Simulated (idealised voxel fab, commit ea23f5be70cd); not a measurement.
Process module heading - voxel gate over fins
FYI the section here is cut, 255 nm wide, cells are 5 nm squares.
When this document writes out a cross-section, it uses a grid of square cells and lists it as bands, beginning at the top and moving down, with a band standing for one or more rows of cells. Band: top height; bottom height; in nm. Then, left to right: material with width in nm, for each material. "edge to edge": a single material spanning edge to edge. "air": empty space. Below 0: as-received wafer, all one material; heights counted from there. Lowest band: no bottom, goes on down, written "0 and below". A two-number width, for instance "30->40", indicates that the width is equal to the first number in the top row of the band and to the second number in the bottom row, and that it changes by a constant amount per row of cells. Reading "nothing altered" for a step: not a cell of the cross-section changed in it. Voids lacking openings: empty space of 8 cells or more with no open way to the top, each as width x height at its distance from the left edge, in nm. Where a step's line continues beyond its settings, the continuation is a remark by the simulator itself on that step. A step's line can hold "overlay nm"; with a mask on that step, the setting says how far right of the planned place the mask lay, while a negative setting says it lay to the left.
-- Planned process steps
1) RECEIVE with material Si
2) CONFORMAL_DEP with material SiN, thk nm 5
3) DIRECTIONAL_DEP with material aC, thk nm 15
4) PATTERN with tone cover, mask id FINS, material resist, width nm 15, pitch nm 35, thk nm 35, overlay nm 0
5) DIRECTIONAL_ETCH with etch materials aC, depth nm 15
6) STRIP with etch materials resist
7) DIRECTIONAL_ETCH with etch materials SiN, depth nm 5
8) DIRECTIONAL_ETCH with etch materials Si, depth nm 30
9) STRIP with etch materials aC
10) FILL_DEP with material SiO2, thk nm 15
11) CMP with height nm 5
12) SELECTIVE_ETCH with etch materials SiO2, depth nm 15
13) STRIP with etch materials SiN
14) CONFORMAL_DEP with material HfO2, thk nm 5
15) CONFORMAL_DEP with material TiN, thk nm 5
16) CONFORMAL_DEP with material TiAl, thk nm 5
17) CONFORMAL_DEP with material TiN, thk nm 5
18) FILL_DEP with material W, thk nm 15
19) CMP with height nm 30
20) CONFORMAL_DEP with material SiN, thk nm 10
-- First of the two wafers, run per plan
-- Cross-section of the wafer at receipt, which is the condition after step 1
  0 and below | Si edge to edge
  Voids lacking openings: none
-- So this is the wafer cross-section right after step 2
  5 down to 0 | SiN edge to edge
  Nothing below the height 0 has changed.
-- So this is the wafer cross-section right after step 3
  20 down to 5 | aC edge to edge
  Nothing below the height 5 has changed.
-- So this is the wafer cross-section right after step 4
  55 down to 20 | 65 air / 15 resist / 20 air / 15 resist / 20 air / 15 resist / 20 air / 15 resist / 70 air
  Nothing below the height 20 has changed.
-- So this is the wafer cross-section right after step 5
  40 down to 20 | 65 air / 15 resist / 20 air / 15 resist / 20 air / 15 resist / 20 air / 15 resist / 70 air
  20 down to 5 | 65 air / 15 aC / 20 air / 15 aC / 20 air / 15 aC / 20 air / 15 aC / 70 air
  Nothing below the height 5 has changed.
-- So this is the wafer cross-section right after step 6
  20 down to 5 | 65 air / 15 aC / 20 air / 15 aC / 20 air / 15 aC / 20 air / 15 aC / 70 air
  Nothing below the height 5 has changed.
-- So this is the wafer cross-section right after step 7
  20 down to 5 | 65 air / 15 aC / 20 air / 15 aC / 20 air / 15 aC / 20 air / 15 aC / 70 air
  5 down to 0 | 65 air / 15 SiN / 20 air / 15 SiN / 20 air / 15 SiN / 20 air / 15 SiN / 70 air
  Nothing below the height 0 has changed.
-- So this is the wafer cross-section right after step 8
  20 down to 5 | 65 air / 15 aC / 20 air / 15 aC / 20 air / 15 aC / 20 air / 15 aC / 70 air
  5 down to 0 | 65 air / 15 SiN / 20 air / 15 SiN / 20 air / 15 SiN / 20 air / 15 SiN / 70 air
  0 down to -30 | 65 air / 15 Si / 20 air / 15 Si / 20 air / 15 Si / 20 air / 15 Si / 70 air
  Nothing below the height -30 has changed.
-- So this is the wafer cross-section right after step 9
  5 down to 0 | 65 air / 15 SiN / 20 air / 15 SiN / 20 air / 15 SiN / 20 air / 15 SiN / 70 air
  Nothing below the height 0 has changed.
-- So this is the wafer cross-section right after step 10
  20 down to 5 | SiO2 edge to edge
  5 down to 0 | 65 SiO2 / 15 SiN / 20 SiO2 / 15 SiN / 20 SiO2 / 15 SiN / 20 SiO2 / 15 SiN / 70 SiO2
  0 down to -30 | 65 SiO2 / 15 Si / 20 SiO2 / 15 Si / 20 SiO2 / 15 Si / 20 SiO2 / 15 Si / 70 SiO2
  Nothing below the height -30 has changed.
-- So this is the wafer cross-section right after step 11
  5 down to 0 | 65 SiO2 / 15 SiN / 20 SiO2 / 15 SiN / 20 SiO2 / 15 SiN / 20 SiO2 / 15 SiN / 70 SiO2
  Nothing below the height 0 has changed.
-- So this is the wafer cross-section right after step 12
  5 down to 0 | 65 air / 15 SiN / 20 air / 15 SiN / 20 air / 15 SiN / 20 air / 15 SiN / 70 air
  0 down to -10 | 65 air / 15 Si / 20 air / 15 Si / 20 air / 15 Si / 20 air / 15 Si / 70 air
  Nothing below the height -10 has changed.
-- So this is the wafer cross-section right after step 13
  0 down to -10 | 65 air / 15 Si / 20 air / 15 Si / 20 air / 15 Si / 20 air / 15 Si / 70 air
  Nothing below the height -10 has changed.
-- So this is the wafer cross-section right after step 14
  5 down to 0 | 60 air / 25 HfO2 / 10 air / 25 HfO2 / 10 air / 25 HfO2 / 10 air / 25 HfO2 / 65 air
  0 down to -5 | 60 air / 5 HfO2 / 15 Si / 5 HfO2 / 10 air / 5 HfO2 / 15 Si / 5 HfO2 / 10 air / 5 HfO2 / 15 Si / 5 HfO2 / 10 air / 5 HfO2 / 15 Si / 5 HfO2 / 65 air
  -5 down to -10 | 65 HfO2 / 15 Si / 20 HfO2 / 15 Si / 20 HfO2 / 15 Si / 20 HfO2 / 15 Si / 70 HfO2
  Nothing below the height -10 has changed.
-- So this is the wafer cross-section right after step 15
  10 down to 5 | 55 air / 140 TiN / 60 air
  5 down to 0 | 55 air / 5 TiN / 25 HfO2 / 10 TiN / 25 HfO2 / 10 TiN / 25 HfO2 / 10 TiN / 25 HfO2 / 5 TiN / 60 air
  0 down to -5 | 60 TiN / 5 HfO2 / 15 Si / 5 HfO2 / 10 TiN / 5 HfO2 / 15 Si / 5 HfO2 / 10 TiN / 5 HfO2 / 15 Si / 5 HfO2 / 10 TiN / 5 HfO2 / 15 Si / 5 HfO2 / 65 TiN
  Nothing below the height -5 has changed.
-- So this is the wafer cross-section right after step 16
  15 down to 10 | 50 air / 150 TiAl / 55 air
  10 down to 5 | 50 air / 5 TiAl / 140 TiN / 5 TiAl / 55 air
  5 down to 0 | 55 TiAl / 5 TiN / 25 HfO2 / 10 TiN / 25 HfO2 / 10 TiN / 25 HfO2 / 10 TiN / 25 HfO2 / 5 TiN / 60 TiAl
  Nothing below the height 0 has changed.
-- So this is the wafer cross-section right after step 17
  20 down to 15 | 45 air / 160 TiN / 50 air
  15 down to 10 | 45 air / 5 TiN / 150 TiAl / 5 TiN / 50 air
  10 down to 5 | 50 TiN / 5 TiAl / 140 TiN / 5 TiAl / 55 TiN
  Nothing below the height 5 has changed.
-- So this is the wafer cross-section right after step 18
  35 down to 20 | W edge to edge
  20 down to 15 | 45 W / 160 TiN / 50 W
  15 down to 10 | 45 W / 5 TiN / 150 TiAl / 5 TiN / 50 W
  Nothing below the height 10 has changed.
-- So this is the wafer cross-section right after step 19
  30 down to 20 | W edge to edge
  Nothing below the height 20 has changed.
-- So this is the wafer cross-section right after step 20
  40 down to 30 | SiN edge to edge
  Nothing below the height 30 has changed.
-- Wafer two. Identical start, identical plan. One mistake in execution. Identical history through step 18
-- At the planned end of step 19, the second wafer in cross-section
  25 down to 20 | W edge to edge
  Nothing below the height 20 has changed.
-- At the planned end of step 20, the second wafer in cross-section
  35 down to 25 | SiN edge to edge
  Nothing below the height 25 has changed.
what went wrong: step 19 went in with a setting other than planned; the actual run was CMP with height nm 25
Count the cells at the end and the second wafer has more or fewer of some materials than the first: W -51
